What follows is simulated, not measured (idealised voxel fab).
process module | voxel self aligned contacts
cross-section cut | 190 nm wide | cells 5 nm
A cross-section is a grid of square cells, given in bands from the top down. A band is one or more rows of cells.
Each band's line starts with the height of the band's top and of its bottom, in nm. Then come its materials from left to right, each with its width in nm. One material with "throughout" fills the band from edge to edge. "air" is empty space.
Height 0 is the level under which the wafer as received is all one material. The lowest band goes on downwards, as in "0 down".
A width such as "30 to 40" changes by the same amount from each row of cells to the next, from the band's top row to its bottom row.
"no change" after a step means that no cell of the cross-section changed.
closed voids: empty space of 8 cells or more with no open way to the top, each as width x height at its distance from the left edge, in nm
after a step's settings: what the simulator itself notes on the step
overlay nm, on a step with a mask: how far to the right of its planned place the mask lay; to the left if negative
plan
1 op RECEIVE | material Si
2 op OXIDIZE | depth nm 5
3 op DIRECTIONAL_DEP | material polySi | thk nm 25
4 op DIRECTIONAL_DEP | material SiN | thk nm 25
5 op PATTERN | tone cover | mask id GATE | material resist | width nm 35 | pitch nm 80 | thk nm 20 | overlay nm 0
6 op DIRECTIONAL_ETCH | etch materials SiN | depth nm 25
7 op DIRECTIONAL_ETCH | etch materials polySi | depth nm 25
8 op STRIP | etch materials resist
9 op CONFORMAL_DEP | material SiN | thk nm 10
10 op DIRECTIONAL_ETCH | etch materials SiN | depth nm 10
11 op FILL_DEP | material SiO2 | thk nm 10
12 op CMP | height nm 55
13 op DIRECTIONAL_DEP | material aC | thk nm 15
14 op PATTERN | tone open | mask id CONTACT | material resist | width nm 55 | thk nm 35 | overlay nm 0
15 op DIRECTIONAL_ETCH | etch materials aC | depth nm 15
16 op STRIP | etch materials resist
17 op DIRECTIONAL_ETCH | etch materials SiO2 | depth nm 60
18 op STRIP | etch materials aC
19 op CONFORMAL_DEP | material TiN | thk nm 5
20 op FILL_DEP | material Ru | thk nm 5
21 op CMP | height nm 55
22 op CONFORMAL_DEP | material SiN | thk nm 5
as received, after step 1
  0 down: Si throughout
  closed voids: none
a wafer at the end: this start, this plan, one mistake
  60 to 55: SiN throughout
  55 to 50: SiO2 70 | TiN 15 | Ru 15 | TiN 20 | SiO2 70
  50 to 25: SiO2 25 | SiN 55 | TiN 5 | Ru 15 | TiN 5 | SiN 55 | SiO2 30
  25 to 0: SiO2 25 | SiN 10 | polySi 35 | SiN 10 | TiN 5 | Ru 15 | TiN 5 | SiN 10 | polySi 35 | SiN 10 | SiO2 30
  0 to -5: SiO2 80 | TiN 25 | SiO2 85
  -5 down: Si throughout
  closed voids: none
what went wrong: step 14 ran as: op PATTERN | tone open | mask id CONTACT | material resist | width nm 50 | thk nm 35 | overlay nm 0
